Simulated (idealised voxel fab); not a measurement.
process module | voxel lift off
cross-section cut | 165 nm wide | cells 5 nm
A cross-section is a grid of square cells, given in bands from the top down. A band is one or more rows of cells.
Each band's line starts with the height of the band's top and of its bottom, in nm. Then come its materials from left to right, each with its width in nm. One material with "throughout" fills the band from edge to edge. "air" is empty space.
Height 0 is the level under which the wafer as received is all one material. The lowest band goes on downwards, as in "0 down".
A width such as "30 to 40" changes by the same amount from each row of cells to the next, from the band's top row to its bottom row.
"no change" after a step means that no cell of the cross-section changed.
closed voids: empty space of 8 cells or more with no open way to the top, each as width x height at its distance from the left edge, in nm
after a step's settings: what the simulator itself notes on the step
overlay nm, on a step with a mask: how far to the right of its planned place the mask lay; to the left if negative
plan
1 op RECEIVE | material Si
2 op CONFORMAL_DEP | material SiO2 | thk nm 15
3 op PATTERN | tone open | mask id LINES | material resist | width nm 20 | pitch nm 35 | thk nm 25 | overlay nm 0
4 op DIRECTIONAL_DEP | material Ru | thk nm 15
5 op STRIP | etch materials resist
6 op CONFORMAL_DEP | material SiN | thk nm 10
first wafer, as planned
as received, after step 1
  0 down: Si throughout
  closed voids: none
after step 2
  15 to 0: SiO2 throughout
  below 0: unchanged
after step 3
  40 to 15: resist 35 | air 20 | resist 15 | air 20 | resist 15 | air 20 | resist 40
  below 15: unchanged
after step 4
  55 to 40: Ru 35 | air 20 | Ru 15 | air 20 | Ru 15 | air 20 | Ru 40
  40 to 30: resist 35 | air 20 | resist 15 | air 20 | resist 15 | air 20 | resist 40
  30 to 15: resist 35 | Ru 20 | resist 15 | Ru 20 | resist 15 | Ru 20 | resist 40
  below 15: unchanged
after step 5
  30 to 15: air 35 | Ru 20 | air 15 | Ru 20 | air 15 | Ru 20 | air 40
  below 15: unchanged
after step 6
  40 to 30: air 25 | SiN 110 | air 30
  30 to 25: air 25 | SiN 10 | Ru 20 | SiN 15 | Ru 20 | SiN 15 | Ru 20 | SiN 10 | air 30
  25 to 15: SiN 35 | Ru 20 | SiN 15 | Ru 20 | SiN 15 | Ru 20 | SiN 40
  below 15: unchanged
second wafer: like start, like plan, one mistake. Through step 2 it matches the first wafer
when step 3 should have ended
  40 to 15: air 35 | resist 20 | air 15 | resist 20 | air 15 | resist 20 | air 40
  below 15: unchanged
when step 4 should have ended
  55 to 40: air 35 | Ru 20 | air 15 | Ru 20 | air 15 | Ru 20 | air 40
  40 to 30: air 35 | resist 20 | air 15 | resist 20 | air 15 | resist 20 | air 40
  30 to 15: Ru 35 | resist 20 | Ru 15 | resist 20 | Ru 15 | resist 20 | Ru 40
  below 15: unchanged
when step 5 should have ended
  30 to 15: Ru 35 | air 20 | Ru 15 | air 20 | Ru 15 | air 20 | Ru 40
  below 15: unchanged
when step 6 should have ended
  40 to 30: SiN throughout
  30 to 15: Ru 35 | SiN 20 | Ru 15 | SiN 20 | Ru 15 | SiN 20 | Ru 40
  below 15: unchanged
what went wrong: step 3 ran as: op PATTERN | tone cover | mask id LINES | material resist | width nm 20 | pitch nm 35 | thk nm 25 | overlay nm 0
at the end the second wafer has, in cells: 27 more of Ru | 6 more of SiN
